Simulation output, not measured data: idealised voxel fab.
The following process module bears the name voxel transistor to metal.
Displayed cross-section: cut, width of 150 nm, square cells sized 5 nm.
A cross-section is written here as square cells arranged in a grid, and it is given in bands from the top down, each band taking up one or more rows of cells. It is stipulated that each band's entry specify, in nanometres, the height of the top of the band and then that of its bottom, followed by the materials of the band in left-to-right sequence, each together with its width in nanometres. A single material marked by the word "all across" is understood to fill the band from edge to edge; the word "blank" is understood to denote empty space. Height is counted from the level 0, under which the received wafer is composed throughout of one material. The lowest of the bands is not closed at the bottom but continues downward, in the notation "0 nm and below". Graded width ("30..40"): value in top row of band = first number; value in bottom row = second number; row-to-row change constant. Where the words "same as before" appear for a step, the cross-section shows no cell changed by that step; every cell remained as before. Empty spaces without an open route to the top, at least 8 cells in extent, make up the entry "Closed voids list"; each is given as width x height at distance, where the distance is measured from the left edge, and all are in nm. Post-settings text on a step line: simulator's own remark regarding the step. What "overlay nm" on a step's line means: if the step has a mask, that mask lay this far to the right of its planned place, or, when the value is negative, to the left.

List of planned process steps:
1. op RECEIVE | material Si
2. op OXIDIZE | depth nm 5
3. op CONFORMAL_DEP | material SiN | thk nm 15
4. op PATTERN | tone cover | mask id ACTIVE | material resist | width nm 90 | thk nm 20 | overlay nm 0
5. op DIRECTIONAL_ETCH | etch materials SiN | depth nm 15
6. op DIRECTIONAL_ETCH | etch materials SiO2 | depth nm 5
7. op DIRECTIONAL_ETCH | etch materials Si | depth nm 25
8. op STRIP | etch materials resist
9. op FILL_DEP | material SiO2 | thk nm 5
10. op CMP | height nm 15
11. op SELECTIVE_ETCH | etch materials SiO2 | depth nm 15
12. op STRIP | etch materials SiN
13. op SELECTIVE_ETCH | etch materials SiO2 | depth nm 5
14. op OXIDIZE | depth nm 5
15. op DIRECTIONAL_DEP | material polySi | thk nm 25
16. op DIRECTIONAL_DEP | material SiCN | thk nm 15
17. op MASKED_ETCH | tone cover | mask id GATE | width nm 20 | etch materials SiCN | depth nm 25 | overlay nm 0
18. op MASKED_ETCH | tone cover | mask id GATE | width nm 20 | etch materials polySi | depth nm 35 | overlay nm 0
19. op CONFORMAL_DEP | material SiN | thk nm 10
20. op DIRECTIONAL_ETCH | etch materials SiN | depth nm 10
21. op DIRECTIONAL_ETCH | etch materials SiO2 | depth nm 5
22. op DIRECTIONAL_ETCH | etch materials Si | depth nm 5
23. op EPI | material SiGe | thk nm 10
24. op FILL_DEP | material SiO2 | thk nm 5
25. op CMP | height nm 35
26. op DIRECTIONAL_DEP | material SiO2 | thk nm 15
27. op PATTERN | tone open | mask id CONTACT | material resist | width nm 15 | pitch nm 65 | thk nm 20 | overlay nm 0
28. op DIRECTIONAL_ETCH | etch materials SiO2 | depth nm 55
29. op STRIP | etch materials resist
30. op CONFORMAL_DEP | material TiN | thk nm 5
31. op FILL_DEP | material W | thk nm 10
32. op CMP | height nm 50
33. op DIRECTIONAL_DEP | material TiN | thk nm 5
34. op DIRECTIONAL_DEP | material Ru | thk nm 25
35. op DIRECTIONAL_DEP | material aC | thk nm 10
36. op PATTERN | tone cover | mask id METAL_1 | material resist | width nm 15 | pitch nm 65 | thk nm 25 | overlay nm 0
37. op DIRECTIONAL_ETCH | etch materials aC | depth nm 10
38. op STRIP | etch materials resist
39. op DIRECTIONAL_ETCH | etch materials Ru | depth nm 25
40. op DIRECTIONAL_ETCH | etch materials TiN | depth nm 5
41. op STRIP | etch materials aC
42. op CONFORMAL_DEP | material SiN | thk nm 5
43. op FILL_DEP | material SiO2 | thk nm 5
44. op CMP | height nm 80
45. op CONFORMAL_DEP | material SiCN | thk nm 5
46. op DIRECTIONAL_DEP | material SiO2 | thk nm 35
47. op PATTERN | tone open | mask id METAL_2 | material resist | width nm 15 | pitch nm 65 | thk nm 20 | overlay nm 0
48. op DIRECTIONAL_ETCH | etch materials SiO2 | depth nm 20
49. op STRIP | etch materials resist
50. op PATTERN | tone open | mask id METAL_2_HOLES | material resist | width nm 15 | pitch nm 65 | thk nm 20 | overlay nm 0
51. op DIRECTIONAL_ETCH | etch materials SiO2 | depth nm 15
52. op DIRECTIONAL_ETCH | etch materials SiCN | depth nm 5
53. op STRIP | etch materials resist
54. op CONFORMAL_DEP | material TiN | thk nm 5
55. op FILL_DEP | material Ru | thk nm 10
56. op CMP | height nm 120
57. op CONFORMAL_DEP | material SiN | thk nm 5

The first of the two wafers, which ran as planned:

Step 1 complete: cross-section of the wafer as received:
	0 nm and below: Si all across
	Closed voids list: none

State of the wafer after step 2, shown in cross-section:
	0 nm to -5 nm: SiO2 all across
	below -5: unchanged

State of the wafer after step 3, shown in cross-section:
	15 nm to 0 nm: SiN all across
	below 0: unchanged

State of the wafer after step 4, shown in cross-section:
	35 nm to 15 nm: blank=30 | resist=90 | blank=30
	below 15: unchanged

State of the wafer after step 5, shown in cross-section:
	35 nm to 15 nm: blank=30 | resist=90 | blank=30
	15 nm to 0 nm: blank=30 | SiN=90 | blank=30
	below 0: unchanged

State of the wafer after step 6, shown in cross-section:
	35 nm to 15 nm: blank=30 | resist=90 | blank=30
	15 nm to 0 nm: blank=30 | SiN=90 | blank=30
	0 nm to -5 nm: blank=30 | SiO2=90 | blank=30
	below -5: unchanged

State of the wafer after step 7, shown in cross-section:
	35 nm to 15 nm: blank=30 | resist=90 | blank=30
	15 nm to 0 nm: blank=30 | SiN=90 | blank=30
	0 nm to -5 nm: blank=30 | SiO2=90 | blank=30
	-5 nm to -30 nm: blank=30 | Si=90 | blank=30
	below -30: unchanged

State of the wafer after step 8, shown in cross-section:
	15 nm to 0 nm: blank=30 | SiN=90 | blank=30
	below 0: unchanged

State of the wafer after step 9, shown in cross-section:
	20 nm to 15 nm: SiO2 all across
	15 nm to 0 nm: SiO2=30 | SiN=90 | SiO2=30
	0 nm to -5 nm: SiO2 all across
	-5 nm to -30 nm: SiO2=30 | Si=90 | SiO2=30
	below -30: unchanged

State of the wafer after step 10, shown in cross-section:
	15 nm to 0 nm: SiO2=30 | SiN=90 | SiO2=30
	below 0: unchanged

State of the wafer after step 11, shown in cross-section:
	15 nm to 0 nm: blank=30 | SiN=90 | blank=30
	below 0: unchanged

State of the wafer after step 12, shown in cross-section:
	0 nm to -5 nm: SiO2 all across
	below -5: unchanged

State of the wafer after step 13, shown in cross-section:
	-5 nm to -30 nm: SiO2=30 | Si=90 | SiO2=30
	below -30: unchanged

State of the wafer after step 14, shown in cross-section:
	-5 nm to -10 nm: SiO2 all across
	below -10: unchanged

State of the wafer after step 15, shown in cross-section:
	20 nm to -5 nm: polySi all across
	below -5: unchanged

State of the wafer after step 16, shown in cross-section:
	35 nm to 20 nm: SiCN all across
	below 20: unchanged

State of the wafer after step 17, shown in cross-section:
	35 nm to 20 nm: blank=65 | SiCN=20 | blank=65
	below 20: unchanged

State of the wafer after step 18, shown in cross-section:
	35 nm to 20 nm: blank=65 | SiCN=20 | blank=65
	20 nm to -5 nm: blank=65 | polySi=20 | blank=65
	below -5: unchanged

State of the wafer after step 19, shown in cross-section:
	45 nm to 35 nm: blank=55 | SiN=40 | blank=55
	35 nm to 20 nm: blank=55 | SiN=10 | SiCN=20 | SiN=10 | blank=55
	20 nm to 5 nm: blank=55 | SiN=10 | polySi=20 | SiN=10 | blank=55
	5 nm to -5 nm: SiN=65 | polySi=20 | SiN=65
	below -5: unchanged

State of the wafer after step 20, shown in cross-section:
	35 nm to 20 nm: blank=55 | SiN=10 | SiCN=20 | SiN=10 | blank=55
	20 nm to -5 nm: blank=55 | SiN=10 | polySi=20 | SiN=10 | blank=55
	below -5: unchanged

State of the wafer after step 21, shown in cross-section:
	35 nm to 20 nm: blank=55 | SiN=10 | SiCN=20 | SiN=10 | blank=55
	20 nm to -5 nm: blank=55 | SiN=10 | polySi=20 | SiN=10 | blank=55
	-5 nm to -10 nm: blank=55 | SiO2=40 | blank=55
	below -10: unchanged

State of the wafer after step 22, shown in cross-section:
	35 nm to 20 nm: blank=55 | SiN=10 | SiCN=20 | SiN=10 | blank=55
	20 nm to -5 nm: blank=55 | SiN=10 | polySi=20 | SiN=10 | blank=55
	-5 nm to -10 nm: blank=55 | SiO2=40 | blank=55
	-10 nm to -15 nm: SiO2=30 | blank=25 | Si=40 | blank=25 | SiO2=30
	below -15: unchanged

State of the wafer after step 23, shown in cross-section:
	35 nm to 20 nm: blank=55 | SiN=10 | SiCN=20 | SiN=10 | blank=55
	20 nm to 0 nm: blank=55 | SiN=10 | polySi=20 | SiN=10 | blank=55
	0 nm to -5 nm: blank=45 | SiGe=10 | SiN=10 | polySi=20 | SiN=10 | SiGe=10 | blank=45
	-5 nm to -10 nm: blank=25 | SiGe=30 | SiO2=40 | SiGe=30 | blank=25
	-10 nm to -15 nm: SiO2=30 | SiGe=25 | Si=40 | SiGe=25 | SiO2=30
	below -15: unchanged

State of the wafer after step 24, shown in cross-section:
	40 nm to 35 nm: SiO2 all across
	35 nm to 20 nm: SiO2=55 | SiN=10 | SiCN=20 | SiN=10 | SiO2=55
	20 nm to 0 nm: SiO2=55 | SiN=10 | polySi=20 | SiN=10 | SiO2=55
	0 nm to -5 nm: SiO2=45 | SiGe=10 | SiN=10 | polySi=20 | SiN=10 | SiGe=10 | SiO2=45
	-5 nm to -10 nm: SiO2=25 | SiGe=30 | SiO2=40 | SiGe=30 | SiO2=25
	below -10: unchanged

State of the wafer after step 25, shown in cross-section:
	35 nm to 20 nm: SiO2=55 | SiN=10 | SiCN=20 | SiN=10 | SiO2=55
	below 20: unchanged

State of the wafer after step 26, shown in cross-section:
	50 nm to 35 nm: SiO2 all across
	below 35: unchanged

State of the wafer after step 27, shown in cross-section:
	70 nm to 50 nm: resist=35 | blank=15 | resist=50 | blank=15 | resist=35
	below 50: unchanged

State of the wafer after step 28, shown in cross-section:
	70 nm to 50 nm: resist=35 | blank=15 | resist=50 | blank=15 | resist=35
	50 nm to 35 nm: SiO2=35 | blank=15 | SiO2=50 | blank=15 | SiO2=35
	35 nm to 20 nm: SiO2=35 | blank=15 | SiO2=5 | SiN=10 | SiCN=20 | SiN=10 | SiO2=5 | blank=15 | SiO2=35
	20 nm to 0 nm: SiO2=35 | blank=15 | SiO2=5 | SiN=10 | polySi=20 | SiN=10 | SiO2=5 | blank=15 | SiO2=35
	0 nm to -5 nm: SiO2=35 | blank=10 | SiGe=10 | SiN=10 | polySi=20 | SiN=10 | SiGe=10 | blank=10 | SiO2=35
	below -5: unchanged

State of the wafer after step 29, shown in cross-section:
	50 nm to 35 nm: SiO2=35 | blank=15 | SiO2=50 | blank=15 | SiO2=35
	below 35: unchanged

State of the wafer after step 30, shown in cross-section:
	55 nm to 50 nm: TiN=40 | blank=5 | TiN=60 | blank=5 | TiN=40
	50 nm to 35 nm: SiO2=35 | TiN=5 | blank=5 | TiN=5 | SiO2=50 | TiN=5 | blank=5 | TiN=5 | SiO2=35
	35 nm to 20 nm: SiO2=35 | TiN=5 | blank=5 | TiN=5 | SiO2=5 | SiN=10 | SiCN=20 | SiN=10 | SiO2=5 | TiN=5 | blank=5 | TiN=5 | SiO2=35
	20 nm to 5 nm: SiO2=35 | TiN=5 | blank=5 | TiN=5 | SiO2=5 | SiN=10 | polySi=20 | SiN=10 | SiO2=5 | TiN=5 | blank=5 | TiN=5 | SiO2=35
	5 nm to 0 nm: SiO2=35 | TiN=15 | SiO2=5 | SiN=10 | polySi=20 | SiN=10 | SiO2=5 | TiN=15 | SiO2=35
	0 nm to -5 nm: SiO2=35 | TiN=10 | SiGe=10 | SiN=10 | polySi=20 | SiN=10 | SiGe=10 | TiN=10 | SiO2=35
	below -5: unchanged

State of the wafer after step 31, shown in cross-section:
	65 nm to 55 nm: W all across
	55 nm to 50 nm: TiN=40 | W=5 | TiN=60 | W=5 | TiN=40
	50 nm to 35 nm: SiO2=35 | TiN=5 | W=5 | TiN=5 | SiO2=50 | TiN=5 | W=5 | TiN=5 | SiO2=35
	35 nm to 20 nm: SiO2=35 | TiN=5 | W=5 | TiN=5 | SiO2=5 | SiN=10 | SiCN=20 | SiN=10 | SiO2=5 | TiN=5 | W=5 | TiN=5 | SiO2=35
	20 nm to 5 nm: SiO2=35 | TiN=5 | W=5 | TiN=5 | SiO2=5 | SiN=10 | polySi=20 | SiN=10 | SiO2=5 | TiN=5 | W=5 | TiN=5 | SiO2=35
	below 5: unchanged

State of the wafer after step 32, shown in cross-section:
	50 nm to 35 nm: SiO2=35 | TiN=5 | W=5 | TiN=5 | SiO2=50 | TiN=5 | W=5 | TiN=5 | SiO2=35
	below 35: unchanged

State of the wafer after step 33, shown in cross-section:
	55 nm to 50 nm: TiN all across
	below 50: unchanged

State of the wafer after step 34, shown in cross-section:
	80 nm to 55 nm: Ru all across
	below 55: unchanged

State of the wafer after step 35, shown in cross-section:
	90 nm to 80 nm: aC all across
	below 80: unchanged

State of the wafer after step 36, shown in cross-section:
	115 nm to 90 nm: blank=35 | resist=15 | blank=50 | resist=15 | blank=35
	below 90: unchanged

State of the wafer after step 37, shown in cross-section:
	105 nm to 90 nm: blank=35 | resist=15 | blank=50 | resist=15 | blank=35
	90 nm to 80 nm: blank=35 | aC=15 | blank=50 | aC=15 | blank=35
	below 80: unchanged

State of the wafer after step 38, shown in cross-section:
	90 nm to 80 nm: blank=35 | aC=15 | blank=50 | aC=15 | blank=35
	below 80: unchanged

State of the wafer after step 39, shown in cross-section:
	90 nm to 80 nm: blank=35 | aC=15 | blank=50 | aC=15 | blank=35
	80 nm to 55 nm: blank=35 | Ru=15 | blank=50 | Ru=15 | blank=35
	below 55: unchanged

State of the wafer after step 40, shown in cross-section:
	90 nm to 80 nm: blank=35 | aC=15 | blank=50 | aC=15 | blank=35
	80 nm to 55 nm: blank=35 | Ru=15 | blank=50 | Ru=15 | blank=35
	55 nm to 50 nm: blank=35 | TiN=15 | blank=50 | TiN=15 | blank=35
	below 50: unchanged

State of the wafer after step 41, shown in cross-section:
	80 nm to 55 nm: blank=35 | Ru=15 | blank=50 | Ru=15 | blank=35
	below 55: unchanged

State of the wafer after step 42, shown in cross-section:
	85 nm to 80 nm: blank=30 | SiN=25 | blank=40 | SiN=25 | blank=30
	80 nm to 55 nm: blank=30 | SiN=5 | Ru=15 | SiN=5 | blank=40 | SiN=5 | Ru=15 | SiN=5 | blank=30
	55 nm to 50 nm: SiN=35 | TiN=15 | SiN=50 | TiN=15 | SiN=35
	below 50: unchanged

State of the wafer after step 43, shown in cross-section:
	90 nm to 85 nm: SiO2 all across
	85 nm to 80 nm: SiO2=30 | SiN=25 | SiO2=40 | SiN=25 | SiO2=30
	80 nm to 55 nm: SiO2=30 | SiN=5 | Ru=15 | SiN=5 | SiO2=40 | SiN=5 | Ru=15 | SiN=5 | SiO2=30
	below 55: unchanged

State of the wafer after step 44, shown in cross-section:
	80 nm to 55 nm: SiO2=30 | SiN=5 | Ru=15 | SiN=5 | SiO2=40 | SiN=5 | Ru=15 | SiN=5 | SiO2=30
	below 55: unchanged

State of the wafer after step 45, shown in cross-section:
	85 nm to 80 nm: SiCN all across
	below 80: unchanged

State of the wafer after step 46, shown in cross-section:
	120 nm to 85 nm: SiO2 all across
	below 85: unchanged

State of the wafer after step 47, shown in cross-section:
	140 nm to 120 nm: resist=35 | blank=15 | resist=50 | blank=15 | resist=35
	below 120: unchanged

State of the wafer after step 48, shown in cross-section:
	140 nm to 120 nm: resist=35 | blank=15 | resist=50 | blank=15 | resist=35
	120 nm to 100 nm: SiO2=35 | blank=15 | SiO2=50 | blank=15 | SiO2=35
	below 100: unchanged

State of the wafer after step 49, shown in cross-section:
	120 nm to 100 nm: SiO2=35 | blank=15 | SiO2=50 | blank=15 | SiO2=35
	below 100: unchanged

State of the wafer after step 50, shown in cross-section:
	140 nm to 120 nm: resist=35 | blank=15 | resist=50 | blank=15 | resist=35
	below 120: unchanged

State of the wafer after step 51, shown in cross-section:
	140 nm to 120 nm: resist=35 | blank=15 | resist=50 | blank=15 | resist=35
	120 nm to 85 nm: SiO2=35 | blank=15 | SiO2=50 | blank=15 | SiO2=35
	below 85: unchanged

State of the wafer after step 52, shown in cross-section:
	140 nm to 120 nm: resist=35 | blank=15 | resist=50 | blank=15 | resist=35
	120 nm to 85 nm: SiO2=35 | blank=15 | SiO2=50 | blank=15 | SiO2=35
	85 nm to 80 nm: SiCN=35 | blank=15 | SiCN=50 | blank=15 | SiCN=35
	below 80: unchanged

State of the wafer after step 53, shown in cross-section:
	120 nm to 85 nm: SiO2=35 | blank=15 | SiO2=50 | blank=15 | SiO2=35
	below 85: unchanged

State of the wafer after step 54, shown in cross-section:
	125 nm to 120 nm: TiN=40 | blank=5 | TiN=60 | blank=5 | TiN=40
	120 nm to 85 nm: SiO2=35 | TiN=5 | blank=5 | TiN=5 | SiO2=50 | TiN=5 | blank=5 | TiN=5 | SiO2=35
	85 nm to 80 nm: SiCN=35 | TiN=15 | SiCN=50 | TiN=15 | SiCN=35
	below 80: unchanged

State of the wafer after step 55, shown in cross-section:
	135 nm to 125 nm: Ru all across
	125 nm to 120 nm: TiN=40 | Ru=5 | TiN=60 | Ru=5 | TiN=40
	120 nm to 85 nm: SiO2=35 | TiN=5 | Ru=5 | TiN=5 | SiO2=50 | TiN=5 | Ru=5 | TiN=5 | SiO2=35
	below 85: unchanged

State of the wafer after step 56, shown in cross-section:
	120 nm to 85 nm: SiO2=35 | TiN=5 | Ru=5 | TiN=5 | SiO2=50 | TiN=5 | Ru=5 | TiN=5 | SiO2=35
	below 85: unchanged

State of the wafer after step 57, shown in cross-section:
	125 nm to 120 nm: SiN all across
	below 120: unchanged

The Second Wafer: Common Origin and Plan, One Mistake in Execution, Identical to the First Through Step 46:

Second wafer at the planned finish of step 47, seen in cross-section:
	140 nm to 120 nm: resist=35 | blank=20 | resist=45 | blank=20 | resist=30
	below 120: unchanged

Second wafer at the planned finish of step 48, seen in cross-section:
	140 nm to 120 nm: resist=35 | blank=20 | resist=45 | blank=20 | resist=30
	120 nm to 100 nm: SiO2=35 | blank=20 | SiO2=45 | blank=20 | SiO2=30
	below 100: unchanged

Second wafer at the planned finish of step 49, seen in cross-section:
	120 nm to 100 nm: SiO2=35 | blank=20 | SiO2=45 | blank=20 | SiO2=30
	below 100: unchanged

Second wafer at the planned finish of step 50, seen in cross-section:
	140 nm to 120 nm: resist=35 | blank=15 | resist=50 | blank=15 | resist=35
	120 nm to 100 nm: SiO2=35 | blank=15 | resist=5 | SiO2=45 | blank=15 | resist=5 | SiO2=30
	below 100: unchanged

Second wafer at the planned finish of step 51, seen in cross-section:
	140 nm to 120 nm: resist=35 | blank=15 | resist=50 | blank=15 | resist=35
	120 nm to 100 nm: SiO2=35 | blank=15 | resist=5 | SiO2=45 | blank=15 | resist=5 | SiO2=30
	100 nm to 85 nm: SiO2=35 | blank=15 | SiO2=50 | blank=15 | SiO2=35
	below 85: unchanged

Second wafer at the planned finish of step 52, seen in cross-section:
	140 nm to 120 nm: resist=35 | blank=15 | resist=50 | blank=15 | resist=35
	120 nm to 100 nm: SiO2=35 | blank=15 | resist=5 | SiO2=45 | blank=15 | resist=5 | SiO2=30
	100 nm to 85 nm: SiO2=35 | blank=15 | SiO2=50 | blank=15 | SiO2=35
	85 nm to 80 nm: SiCN=35 | blank=15 | SiCN=50 | blank=15 | SiCN=35
	below 80: unchanged

Second wafer at the planned finish of step 53, seen in cross-section:
	120 nm to 100 nm: SiO2=35 | blank=20 | SiO2=45 | blank=20 | SiO2=30
	below 100: unchanged

Second wafer at the planned finish of step 54, seen in cross-section:
	125 nm to 120 nm: TiN=40 | blank=10 | TiN=55 | blank=10 | TiN=35
	120 nm to 105 nm: SiO2=35 | TiN=5 | blank=10 | TiN=5 | SiO2=45 | TiN=5 | blank=10 | TiN=5 | SiO2=30
	105 nm to 100 nm: SiO2=35 | TiN=5 | blank=5 | TiN=10 | SiO2=45 | TiN=5 | blank=5 | TiN=10 | SiO2=30
	100 nm to 85 nm: SiO2=35 | TiN=5 | blank=5 | TiN=5 | SiO2=50 | TiN=5 | blank=5 | TiN=5 | SiO2=35
	85 nm to 80 nm: SiCN=35 | TiN=15 | SiCN=50 | TiN=15 | SiCN=35
	below 80: unchanged

Second wafer at the planned finish of step 55, seen in cross-section:
	135 nm to 125 nm: Ru all across
	125 nm to 120 nm: TiN=40 | Ru=10 | TiN=55 | Ru=10 | TiN=35
	120 nm to 105 nm: SiO2=35 | TiN=5 | Ru=10 | TiN=5 | SiO2=45 | TiN=5 | Ru=10 | TiN=5 | SiO2=30
	105 nm to 100 nm: SiO2=35 | TiN=5 | Ru=5 | TiN=10 | SiO2=45 | TiN=5 | Ru=5 | TiN=10 | SiO2=30
	100 nm to 85 nm: SiO2=35 | TiN=5 | Ru=5 | TiN=5 | SiO2=50 | TiN=5 | Ru=5 | TiN=5 | SiO2=35
	below 85: unchanged

Second wafer at the planned finish of step 56, seen in cross-section:
	120 nm to 105 nm: SiO2=35 | TiN=5 | Ru=10 | TiN=5 | SiO2=45 | TiN=5 | Ru=10 | TiN=5 | SiO2=30
	below 105: unchanged

Second wafer at the planned finish of step 57, seen in cross-section:
	125 nm to 120 nm: SiN all across
	below 120: unchanged
Where did the run depart from the plan? step 47 off recipe, ran as op PATTERN | tone open | mask id METAL_2 | material resist | width nm 20 | pitch nm 65 | thk nm 20 | overlay nm 0
At the finish, the second wafer shows more or fewer cells for some materials than the first does: 6 more of Ru, 8 fewer of SiO2, 2 more of TiN
